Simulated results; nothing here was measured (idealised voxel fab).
Process module in this document: voxel trench capacitor
The cross-section shown here is cut; it is 275 nm wide and divided into square cells measuring 5 nm on a side.
Throughout this document, each cross-section is represented as a grid of square cells and is presented as a sequence of bands enumerated from the top downward, where a band comprises one or more rows of cells. Top height, bottom height, nm. Materials left to right, width each, nm. Single material + "all across" = fills band edge to edge. "air" = empty. The level at which height equals 0 is the one under which the wafer, as it arrives, is entirely one material. No lower edge exists for the bottom band, which continues downward and is notated as in "z 0 and below". A two-number width, for instance "30..40", indicates that the width is equal to the first number in the top row of the band and to the second number in the bottom row, and that it changes by a constant amount per row of cells. A step reported as "no alteration" is a step in which no cell of the cross-section changed. The entry titled "Closed cavities" provides the empty spaces that have no open way to the top, restricted to those of 8 cells or more. Each is presented as width x height at distance, the distance being measured from the left edge, with all three in nm. On a step's line, text after the settings is the simulator commenting on that step. A step's line can hold "overlay nm"; with a mask on that step, the setting says how far right of the planned place the mask lay, while a negative setting says it lay to the left.

The planned process steps are enumerated hereunder
- 1: RECEIVE | material Si
- 2: CONFORMAL_DEP | material SiN | thk nm 5
- 3: MASKED_ETCH | tone open | mask id TRENCH | width nm 20 | pitch nm 35 | etch materials SiN | depth nm 5 | overlay nm 0
- 4: MASKED_ETCH | tone open | mask id TRENCH | width nm 20 | pitch nm 35 | etch materials Si | depth nm 40 | overlay nm 0
- 5: CONFORMAL_DEP | material Al2O3 | thk nm 5
- 6: FILL_DEP | material polySi | thk nm 5
- 7: CMP | height nm 5

Cross-section: wafer on arrival = after step 1
    z 0 and below | Si all across
    Closed cavities: none

Run as planned - first of the two wafers cross-sectioned at the end of the module
    z 5 to 0 | 75 SiN; 5 Al2O3; 10 polySi; 5 Al2O3; 15 SiN; 5 Al2O3; 10 polySi; 5 Al2O3; 15 SiN; 5 Al2O3; 10 polySi; 5 Al2O3; 15 SiN; 5 Al2O3; 10 polySi; 5 Al2O3; 75 SiN
    z 0 to -35 | 75 Si; 5 Al2O3; 10 polySi; 5 Al2O3; 15 Si; 5 Al2O3; 10 polySi; 5 Al2O3; 15 Si; 5 Al2O3; 10 polySi; 5 Al2O3; 15 Si; 5 Al2O3; 10 polySi; 5 Al2O3; 75 Si
    z -35 to -40 | 75 Si; 20 Al2O3; 15 Si; 20 Al2O3; 15 Si; 20 Al2O3; 15 Si; 20 Al2O3; 75 Si
    z -40 and below | Si all across
    Closed cavities: none

Cross-sectional view of the second of two wafers upon completion of the module. This wafer shared its starting condition and process plan with the first; one error was made during its execution
    z 5 to 0 | 75 SiN; 5 Al2O3; 10 polySi; 5 Al2O3; 15 SiN; 5 Al2O3; 10 polySi; 5 Al2O3; 15 SiN; 5 Al2O3; 10 polySi; 5 Al2O3; 15 SiN; 5 Al2O3; 10 polySi; 5 Al2O3; 75 SiN
    z 0 to -75 | 75 Si; 5 Al2O3; 10 polySi; 5 Al2O3; 15 Si; 5 Al2O3; 10 polySi; 5 Al2O3; 15 Si; 5 Al2O3; 10 polySi; 5 Al2O3; 15 Si; 5 Al2O3; 10 polySi; 5 Al2O3; 75 Si
    z -75 to -80 | 75 Si; 20 Al2O3; 15 Si; 20 Al2O3; 15 Si; 20 Al2O3; 15 Si; 20 Al2O3; 75 Si
    z -80 and below | Si all across
    Closed cavities: none
Misprocessing identified: step 4 was run twice
Final difference in cells, second wafer against first, listed per material as more or fewer: 64 more of Al2O3; 128 fewer of Si; 64 more of polySi
